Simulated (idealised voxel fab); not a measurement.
voxel spacer lines: a process module
Section cut is 195 nm wide and gridded with 5 nm square cells.
We lay out every cross-section as a grid of square cells and spell it out in bands from the top down, where one band means one or more rows of cells.
Top height, bottom height, nm. Materials left to right, width each, nm. Single material + "full width" = fills band edge to edge. "empty" = empty.
Height datum 0, below which the as-received substrate wafer is one material. Lowest band open at the bottom, running downward: "0..down".
A width given as "30->40" starts at the first number in the band's top row and ends at the second number in its bottom row, shifting by an equal amount at every step from row to row.
The cross-section has no changed cell in any step marked "remained unchanged".
Voids not open to the top, 8 cells minimum: see "Completely enclosed voids". Written width x height at distance; distance is from the left edge; nm.
That trailing text on a step's line, after the settings, is the simulator's own remark on the step.
overlay nm: where the mask lay relative to plan, measured to the right, on steps with a mask; negatives go left.
STEPS PLANNED FOR THE PROCESS
1,RECEIVE | material Si
2,CONFORMAL_DEP | material Al2O3 | thk nm 10
3,DIRECTIONAL_DEP | material polySi | thk nm 10
4,DIRECTIONAL_DEP | material aC | thk nm 25
5,PATTERN | tone cover | mask id MANDREL | material resist | width nm 15 | pitch nm 50 | thk nm 35 | overlay nm 0
6,DIRECTIONAL_ETCH | etch materials aC | depth nm 25
7,STRIP | etch materials resist
8,CONFORMAL_DEP | material SiO2 | thk nm 10
9,DIRECTIONAL_ETCH | etch materials SiO2 | depth nm 10
10,STRIP | etch materials aC
11,DIRECTIONAL_ETCH | etch materials polySi | depth nm 10
12,STRIP | etch materials SiO2
FIRST OF TWO WAFERS, PROCESSED ACCORDING TO PLAN
AS RECEIVED, AFTER STEP 1
	0..down = Si full width
	Completely enclosed voids: none
STEP 2 DONE - WAFER CROSS-SECTION
	10..0 = Al2O3 full width
	Below 0 it's all the same as before, nothing changed down there.
STEP 3 DONE - WAFER CROSS-SECTION
	20..10 = polySi full width
	Below 10 it's all the same as before, nothing changed down there.
STEP 4 DONE - WAFER CROSS-SECTION
	45..20 = aC full width
	Below 20 it's all the same as before, nothing changed down there.
STEP 5 DONE - WAFER CROSS-SECTION
	80..45 = 40 nm empty, 15 nm resist, 35 nm empty, 15 nm resist, 35 nm empty, 15 nm resist, 40 nm empty
	Below 45 it's all the same as before, nothing changed down there.
STEP 6 DONE - WAFER CROSS-SECTION
	55..45 = 40 nm empty, 15 nm resist, 35 nm empty, 15 nm resist, 35 nm empty, 15 nm resist, 40 nm empty
	45..20 = 40 nm empty, 15 nm aC, 35 nm empty, 15 nm aC, 35 nm empty, 15 nm aC, 40 nm empty
	Below 20 it's all the same as before, nothing changed down there.
STEP 7 DONE - WAFER CROSS-SECTION
	45..20 = 40 nm empty, 15 nm aC, 35 nm empty, 15 nm aC, 35 nm empty, 15 nm aC, 40 nm empty
	Below 20 it's all the same as before, nothing changed down there.
STEP 8 DONE - WAFER CROSS-SECTION
	55..45 = 30 nm empty, 35 nm SiO2, 15 nm empty, 35 nm SiO2, 15 nm empty, 35 nm SiO2, 30 nm empty
	45..30 = 30 nm empty, 10 nm SiO2, 15 nm aC, 10 nm SiO2, 15 nm empty, 10 nm SiO2, 15 nm aC, 10 nm SiO2, 15 nm empty, 10 nm SiO2, 15 nm aC, 10 nm SiO2, 30 nm empty
	30..20 = 40 nm SiO2, 15 nm aC, 35 nm SiO2, 15 nm aC, 35 nm SiO2, 15 nm aC, 40 nm SiO2
	Below 20 it's all the same as before, nothing changed down there.
STEP 9 DONE - WAFER CROSS-SECTION
	45..20 = 30 nm empty, 10 nm SiO2, 15 nm aC, 10 nm SiO2, 15 nm empty, 10 nm SiO2, 15 nm aC, 10 nm SiO2, 15 nm empty, 10 nm SiO2, 15 nm aC, 10 nm SiO2, 30 nm empty
	Below 20 it's all the same as before, nothing changed down there.
STEP 10 DONE - WAFER CROSS-SECTION
	45..20 = 30 nm empty, 10 nm SiO2, 15 nm empty, 10 nm SiO2, 15 nm empty, 10 nm SiO2, 15 nm empty, 10 nm SiO2, 15 nm empty, 10 nm SiO2, 15 nm empty, 10 nm SiO2, 30 nm empty
	Below 20 it's all the same as before, nothing changed down there.
STEP 11 DONE - WAFER CROSS-SECTION
	45..20 = 30 nm empty, 10 nm SiO2, 15 nm empty, 10 nm SiO2, 15 nm empty, 10 nm SiO2, 15 nm empty, 10 nm SiO2, 15 nm empty, 10 nm SiO2, 15 nm empty, 10 nm SiO2, 30 nm empty
	20..10 = 30 nm empty, 10 nm polySi, 15 nm empty, 10 nm polySi, 15 nm empty, 10 nm polySi, 15 nm empty, 10 nm polySi, 15 nm empty, 10 nm polySi, 15 nm empty, 10 nm polySi, 30 nm empty
	Below 10 it's all the same as before, nothing changed down there.
STEP 12 DONE - WAFER CROSS-SECTION
	20..10 = 30 nm empty, 10 nm polySi, 15 nm empty, 10 nm polySi, 15 nm empty, 10 nm polySi, 15 nm empty, 10 nm polySi, 15 nm empty, 10 nm polySi, 15 nm empty, 10 nm polySi, 30 nm empty
	Below 10 it's all the same as before, nothing changed down there.
NOTES, SECOND WAFER: START = FIRST WAFER'S, PLAN = FIRST WAFER'S, EXECUTION HAD ONE MISTAKE; HISTORY IDENTICAL TO FIRST THROUGH STEP 9
CROSS-SECTION: SECOND WAFER, TIME AT WHICH STEP 10 WAS SCHEDULED TO END
	45..20 = 30 nm empty, 10 nm SiO2, 15 nm aC, 10 nm SiO2, 15 nm empty, 10 nm SiO2, 15 nm aC, 10 nm SiO2, 15 nm empty, 10 nm SiO2, 15 nm aC, 10 nm SiO2, 30 nm empty
	20..10 = 30 nm empty, 35 nm polySi, 15 nm empty, 35 nm polySi, 15 nm empty, 35 nm polySi, 30 nm empty
	Below 10 it's all the same as before, nothing changed down there.
CROSS-SECTION: SECOND WAFER, TIME AT WHICH STEP 11 WAS SCHEDULED TO END
	45..20 = 30 nm empty, 10 nm SiO2, 15 nm empty, 10 nm SiO2, 15 nm empty, 10 nm SiO2, 15 nm empty, 10 nm SiO2, 15 nm empty, 10 nm SiO2, 15 nm empty, 10 nm SiO2, 30 nm empty
	Below 20 it's all the same as before, nothing changed down there.
CROSS-SECTION: SECOND WAFER, TIME AT WHICH STEP 12 WAS SCHEDULED TO END
	20..10 = 30 nm empty, 35 nm polySi, 15 nm empty, 35 nm polySi, 15 nm empty, 35 nm polySi, 30 nm empty
	Below 10 it's all the same as before, nothing changed down there.
Diagnosis: step 10 ran in the slot meant for step 11, and vice versa
End of process, cell counts, second wafer against first, materials with more or fewer: polySi: 18 more
